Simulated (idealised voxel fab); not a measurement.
The process module presented herein is designated voxel self aligned contacts.
Xsec cut, 235 nm wide, square cell size 5 nm.
How to read a cross-section here: the picture is a grid of square cells, written as bands going from the top down, and any band can span one or more rows of cells.
Look at the band entry: it leads with the top's height and the bottom's height in nm. Then it lists the materials left to right, with a width in nm for each. The word "everywhere" on a single material says that material fills the band edge to edge. The word "empty" is empty space.
Height reference: 0 = level under which incoming wafer is all one material. Lowest band: no bottom, runs on downward, e.g. "top 0, no bottom".
Note: "30 to 40" means the width goes from the first number (top row of the band) to the second number (bottom row) in equal steps per row of cells.
Key: "no change occurred" - step with no changed cell in the cross-section.
"Enclosed void catalog" - sealed voids, min. 8 cells, no opening to top; format: width x height at distance (distance from left edge; nm throughout).
Where a step's line continues beyond its settings, the continuation is a remark by the simulator itself on that step.
A step line may carry the setting "overlay nm", which, for steps involving a mask, states the distance by which the mask lay to the right of its intended position; negative values denote displacement to the left.

### Process steps - plan
| 1 | RECEIVE [material Si] |
| 2 | CONFORMAL_DEP [material SiO2] [thk nm 5] |
| 3 | DIRECTIONAL_DEP [material polySi] [thk nm 25] |
| 4 | DIRECTIONAL_DEP [material SiN] [thk nm 20] |
| 5 | PATTERN [tone cover] [mask id GATE] [material resist] [width nm 25] [pitch nm 55] [thk nm 15] [overlay nm 0] |
| 6 | DIRECTIONAL_ETCH [etch materials SiN] [depth nm 20] |
| 7 | DIRECTIONAL_ETCH [etch materials polySi] [depth nm 25] |
| 8 | STRIP [etch materials resist] |
| 9 | CONFORMAL_DEP [material SiN] [thk nm 5] |
| 10 | DIRECTIONAL_ETCH [etch materials SiN] [depth nm 5] |
| 11 | FILL_DEP [material SiO2] [thk nm 15] |
| 12 | CMP [height nm 55] |
| 13 | PATTERN [tone open] [mask id CONTACT] [material resist] [width nm 40] [pitch nm 55] [thk nm 20] [overlay nm 0] |
| 14 | DIRECTIONAL_ETCH [etch materials SiO2] [depth nm 55] |
| 15 | STRIP [etch materials resist] |
| 16 | CONFORMAL_DEP [material TiN] [thk nm 5] |
| 17 | FILL_DEP [material W] [thk nm 10] |
| 18 | CMP [height nm 55] |
| 19 | CONFORMAL_DEP [material SiN] [thk nm 5] |

### Cross-section of the wafer as it came to us, i.e., already through step 1
    top 0, no bottom: Si everywhere
    Enclosed void catalog: none

### Look at the cross-section after the module: the wafer started out the way shown above and the plan was the one shown above, yet one mistake was made along the way
    top 60, bottom 55: SiN everywhere
    top 55, bottom 50: 70 of SiO2, 15 of TiN, 10 of SiO2, 15 of TiN, 15 of SiO2, 15 of TiN, 10 of SiO2, 15 of TiN, 70 of SiO2
    top 50, bottom 30: 45 of SiO2, 35 of SiN, 5 of TiN, 10 of SiO2, 5 of TiN, 35 of SiN, 5 of TiN, 10 of SiO2, 5 of TiN, 35 of SiN, 45 of SiO2
    top 30, bottom 5: 45 of SiO2, 5 of SiN, 25 of polySi, 5 of SiN, 5 of TiN, 10 of SiO2, 5 of TiN, 5 of SiN, 25 of polySi, 5 of SiN, 5 of TiN, 10 of SiO2, 5 of TiN, 5 of SiN, 25 of polySi, 5 of SiN, 45 of SiO2
    top 5, bottom 0: 80 of SiO2, 20 of TiN, 35 of SiO2, 20 of TiN, 80 of SiO2
    top 0, no bottom: Si everywhere
    Enclosed void catalog: none
What was the processing mistake? off-plan run, step 17, actual operation and settings FILL_DEP [material SiO2] [thk nm 10]
